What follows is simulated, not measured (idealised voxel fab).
The document below concerns the process module designated voxel self aligned vias.
Square cells of 5 nm make up the cross-section cut, whose width is 220 nm.
Cross-section = grid of square cells, listed top down in bands; band = one or more rows.
The band entry comprises the height of the band's top followed by the height of its bottom, expressed in nm, and subsequently the band's materials from left to right, each stated together with its width in nm. Where a single material is marked with the word "edge to edge", that material fills the band from edge to edge. The word "air" represents empty space.
Convention: height 0 is the level below which the wafer, as received, is all one material. The lowest band does not terminate at the bottom but continues downward, represented as "from 0 down".
The expression "30->40" gives the width at the extremes of the band, the first number at its top row of cells and the second at its bottom row, with the width changing by equal amounts from each row to the next in between.
"remained the same", as given for a step, is the statement that not any cell of the cross-section underwent a change during that step.
Basically, "Closed cavities" tells you about the enclosed voids: empty spaces with no open way to the top, 8 cells or bigger, each written width x height at distance, where distance is from the left edge, all in nm.
That trailing text on a step's line, after the settings, is the simulator's own remark on the step.
Among the settings permitted on a step's line is "overlay nm"; applied to a step with a mask, it specifies the extent to which the mask lay to the right of its planned position, whereas a negative figure signifies a position to the left.

PROCESS STEPS FORESEEN IN THE PLAN
- 1: RECEIVE with material Si
- 2: CONFORMAL_DEP with material SiO2, thk nm 10
- 3: CONFORMAL_DEP with material SiCN, thk nm 5
- 4: DIRECTIONAL_DEP with material lowk, thk nm 25
- 5: PATTERN with tone open, mask id LINES, material resist, width nm 20, pitch nm 65, thk nm 15, overlay nm 0
- 6: DIRECTIONAL_ETCH with etch materials lowk, depth nm 25
- 7: STRIP with etch materials resist
- 8: CONFORMAL_DEP with material TiN, thk nm 5
- 9: FILL_DEP with material Ru, thk nm 10
- 10: CMP with height nm 40
- 11: SELECTIVE_ETCH with etch materials W Ru TiN, depth nm 10
- 12: FILL_DEP with material SiN, thk nm 10
- 13: CMP with height nm 40
- 14: DIRECTIONAL_DEP with material lowk, thk nm 20
- 15: DIRECTIONAL_DEP with material aC, thk nm 10
- 16: PATTERN with tone open, mask id VIAS, material resist, width nm 40, thk nm 25, overlay nm 0
- 17: DIRECTIONAL_ETCH with etch materials aC, depth nm 10
- 18: STRIP with etch materials resist
- 19: DIRECTIONAL_ETCH with etch materials lowk, depth nm 20
- 20: DIRECTIONAL_ETCH with etch materials SiN, depth nm 10
- 21: STRIP with etch materials aC
- 22: CONFORMAL_DEP with material TiN, thk nm 5
- 23: FILL_DEP with material W, thk nm 5
- 24: CMP with height nm 60
- 25: CONFORMAL_DEP with material SiCN, thk nm 5

AS RECEIVED, AFTER STEP 1
- from 0 down = Si edge to edge
- Closed cavities: none

FIRST OF TWO WAFERS, END-OF-MODULE SECTION, RUN FOLLOWED PLAN
- from 65 to 60 = SiCN edge to edge
- from 60 to 45 = lowk=55, TiN=5, W=30, TiN=5, lowk=125
- from 45 to 40 = lowk=55, TiN=15, W=10, TiN=15, lowk=125
- from 40 to 35 = lowk=65, TiN=5, W=10, TiN=5, lowk=45, SiN=20, lowk=70
- from 35 to 30 = lowk=65, TiN=20, lowk=45, SiN=20, lowk=70
- from 30 to 20 = lowk=65, TiN=5, Ru=10, TiN=5, lowk=45, TiN=5, Ru=10, TiN=5, lowk=70
- from 20 to 15 = lowk=65, TiN=20, lowk=45, TiN=20, lowk=70
- from 15 to 10 = SiCN edge to edge
- from 10 to 0 = SiO2 edge to edge
- from 0 down = Si edge to edge
- Closed cavities: none

CROSS-SECTION, SECOND WAFER: SAME START AS THE FIRST, SAME PLAN AS THE FIRST, ONE MISTAKE IN RUNNING IT; TAKEN AT THE END OF THE MODULE
- from 65 to 60 = SiCN edge to edge
- from 60 to 45 = lowk=50, TiN=5, W=40, TiN=5, lowk=120
- from 45 to 40 = lowk=50, TiN=20, W=10, TiN=20, lowk=120
- from 40 to 35 = lowk=65, TiN=5, W=10, TiN=5, lowk=45, SiN=20, lowk=70
- from 35 to 30 = lowk=65, TiN=20, lowk=45, SiN=20, lowk=70
- from 30 to 20 = lowk=65, TiN=5, Ru=10, TiN=5, lowk=45, TiN=5, Ru=10, TiN=5, lowk=70
- from 20 to 15 = lowk=65, TiN=20, lowk=45, TiN=20, lowk=70
- from 15 to 10 = SiCN edge to edge
- from 10 to 0 = SiO2 edge to edge
- from 0 down = Si edge to edge
- Closed cavities: none
Here's what went sideways: step 16 was processed under conditions differing from the plan, specifically as PATTERN with tone open, mask id VIAS, material resist, width nm 50, thk nm 25, overlay nm 0
Per the end-of-run cell counts, the second wafer holds more or fewer of some materials than the first: 2 more of TiN | 6 more of W | 8 fewer of lowk
